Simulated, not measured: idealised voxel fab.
process module | voxel self aligned contacts
cross-section cut | 160 nm wide | cells 5 nm
A cross-section is a grid of square cells, given in bands from the top down. A band is one or more rows of cells.
Each band's line starts with the height of the band's top and of its bottom, in nm. Then come its materials from left to right, each with its width in nm. One material with "throughout" fills the band from edge to edge. "air" is empty space.
Height 0 is the level under which the wafer as received is all one material. The lowest band goes on downwards, as in "0 down".
A width such as "30 to 40" changes by the same amount from each row of cells to the next, from the band's top row to its bottom row.
"no change" after a step means that no cell of the cross-section changed.
closed voids: empty space of 8 cells or more with no open way to the top, each as width x height at its distance from the left edge, in nm
after a step's settings: what the simulator itself notes on the step
overlay nm, on a step with a mask: how far to the right of its planned place the mask lay; to the left if negative
plan
1 op RECEIVE | material Si
2 op OXIDIZE | depth nm 5
3 op DIRECTIONAL_DEP | material polySi | thk nm 30
4 op DIRECTIONAL_DEP | material SiN | thk nm 25
5 op PATTERN | tone cover | mask id GATE | material resist | width nm 35 | pitch nm 70 | thk nm 20 | overlay nm 0
6 op DIRECTIONAL_ETCH | etch materials SiN | depth nm 25
7 op DIRECTIONAL_ETCH | etch materials polySi | depth nm 30
8 op STRIP | etch materials resist
9 op CONFORMAL_DEP | material SiN | thk nm 5
10 op DIRECTIONAL_ETCH | etch materials SiN | depth nm 10
11 op FILL_DEP | material SiO2 | thk nm 15
12 op CMP | height nm 65
13 op DIRECTIONAL_DEP | material aC | thk nm 15
14 op PATTERN | tone open | mask id CONTACT | material resist | width nm 45 | thk nm 35 | overlay nm 0
15 op DIRECTIONAL_ETCH | etch materials aC | depth nm 15
16 op STRIP | etch materials resist
17 op DIRECTIONAL_ETCH | etch materials SiO2 | depth nm 70
18 op STRIP | etch materials aC
19 op CONFORMAL_DEP | material TiN | thk nm 5
20 op FILL_DEP | material W | thk nm 10
21 op CMP | height nm 65
22 op CONFORMAL_DEP | material SiN | thk nm 5
varied across the wafers: thk nm of step 9. The plan shows the first wafer's value. All wafers start alike
first wafer as received, after step 1
  0 down: Si throughout
  closed voids: none
first wafer at the end, after step 22
  70 to 65: SiN throughout
  65 to 55: SiO2 55 | TiN 5 | W 35 | TiN 5 | SiO2 60
  55 to 50: SiO2 55 | TiN 15 | W 15 | TiN 15 | SiO2 60
  50 to 30: SiO2 20 | SiN 45 | TiN 5 | W 15 | TiN 5 | SiN 45 | SiO2 25
  30 to 0: SiO2 20 | SiN 5 | polySi 35 | SiN 5 | TiN 5 | W 15 | TiN 5 | SiN 5 | polySi 35 | SiN 5 | SiO2 25
  0 to -5: SiO2 65 | TiN 25 | SiO2 70
  -5 down: Si throughout
  closed voids: none
last wafer at the end
  70 to 65: SiN throughout
  65 to 30: SiN 155 | SiO2 5
  30 to 15: SiN 25 | polySi 35 | SiN 35 | polySi 35 | SiN 25 | SiO2 5
  15 to 0: SiN 25 | polySi 35 | SiN 35 | polySi 35 | SiN 30
  0 to -5: SiO2 throughout
  -5 down: Si throughout
  closed voids: none
each wafer at the end: cells of each material gained (+) or lost (-) since it was received, then its closed voids
thk nm 5 | -32 Si | +128 SiN | +186 SiO2 | +35 TiN | +47 W | +84 polySi | closed voids: none
thk nm 10 | -32 Si | +190 SiN | +152 SiO2 | +35 TiN | +19 W | +84 polySi | closed voids: none
thk nm 15 | -32 Si | +266 SiN | +110 SiO2 | +20 TiN | +84 polySi | closed voids: none
thk nm 20 | -32 Si | +331 SiN | +65 SiO2 | +84 polySi | closed voids: none
thk nm 25 | -32 Si | +354 SiN | +42 SiO2 | +84 polySi | closed voids: none
